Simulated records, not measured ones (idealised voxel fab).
Proc. module: voxel lift off
Xsec cut, 250 nm wide, square cell size 5 nm.
Cross-section format: a grid of square cells, given as bands from top to bottom; each band is one or more rows of cells. Top, bottom (nm), then materials left to right with widths (nm); lone material tagged "everywhere" fills the whole band edge to edge; "blank" = empty space. Where do heights start? At 0: under that level the wafer as delivered is made of one material only. And the lowest band has no floor; it just carries on downward, as in "from 0 down". Width: "30..40" (first number = top row, second number = bottom row, same change from row to row of cells). Step note "nothing different" = no cross-section cell changed. This entry, "Encapsulated voids", enumerates those empty regions of no fewer than 8 cells that possess no open connection to the top. Each region is reported in the form width x height at distance, the distance being taken from the left edge, with all three quantities expressed in nm. That trailing text on a step's line, after the settings, is the simulator's own remark on the step. "overlay nm" on a masked step: distance the mask lay right of its planned place, negative for left.
Set out below are the planned steps of the process
1 RECEIVE | material Si
2 CONFORMAL_DEP | material SiN | thk nm 15
3 PATTERN | tone open | mask id LINES | material resist | width nm 20 | pitch nm 50 | thk nm 20 | overlay nm 0
4 DIRECTIONAL_DEP | material Ru | thk nm 10
5 STRIP | etch materials resist
6 CONFORMAL_DEP | material SiCN | thk nm 5
So, the first of our two wafers, run just as we planned it
Received-state cross-section, reflecting completion of step 1
- from 0 down: Si everywhere
- Encapsulated voids: none
Cross-sectional representation of the wafer at the conclusion of step 2
- from 15 to 0: SiN everywhere
- Below 0 it's all the same as before, nothing changed down there.
Cross-sectional representation of the wafer at the conclusion of step 3
- from 35 to 15: resist: 90 | blank: 20 | resist: 30 | blank: 20 | resist: 90
- Below 15 it's all the same as before, nothing changed down there.
Cross-sectional representation of the wafer at the conclusion of step 4
- from 45 to 35: Ru: 90 | blank: 20 | Ru: 30 | blank: 20 | Ru: 90
- from 35 to 25: resist: 90 | blank: 20 | resist: 30 | blank: 20 | resist: 90
- from 25 to 15: resist: 90 | Ru: 20 | resist: 30 | Ru: 20 | resist: 90
- Below 15 it's all the same as before, nothing changed down there.
Cross-sectional representation of the wafer at the conclusion of step 5
- from 25 to 15: blank: 90 | Ru: 20 | blank: 30 | Ru: 20 | blank: 90
- Below 15 it's all the same as before, nothing changed down there.
Cross-sectional representation of the wafer at the conclusion of step 6
- from 30 to 25: blank: 85 | SiCN: 30 | blank: 20 | SiCN: 30 | blank: 85
- from 25 to 20: blank: 85 | SiCN: 5 | Ru: 20 | SiCN: 5 | blank: 20 | SiCN: 5 | Ru: 20 | SiCN: 5 | blank: 85
- from 20 to 15: SiCN: 90 | Ru: 20 | SiCN: 30 | Ru: 20 | SiCN: 90
- Below 15 it's all the same as before, nothing changed down there.
Wafer two. Identical start, identical plan. One mistake in execution. Identical history through step 5
when step 6 should have ended
- from 30 to 25: blank: 85 | SiN: 30 | blank: 20 | SiN: 30 | blank: 85
- from 25 to 20: blank: 85 | SiN: 5 | Ru: 20 | SiN: 5 | blank: 20 | SiN: 5 | Ru: 20 | SiN: 5 | blank: 85
- from 20 to 15: SiN: 90 | Ru: 20 | SiN: 30 | Ru: 20 | SiN: 90
- Below 15 it's all the same as before, nothing changed down there.
Which mistake was made when the wafer was run? off-plan run, step 6, actual operation and settings CONFORMAL_DEP | material SiN | thk nm 5
Heads up, by the end the second wafer has more or fewer cells of some materials compared to the first: SiCN: 58 fewer | SiN: 58 more
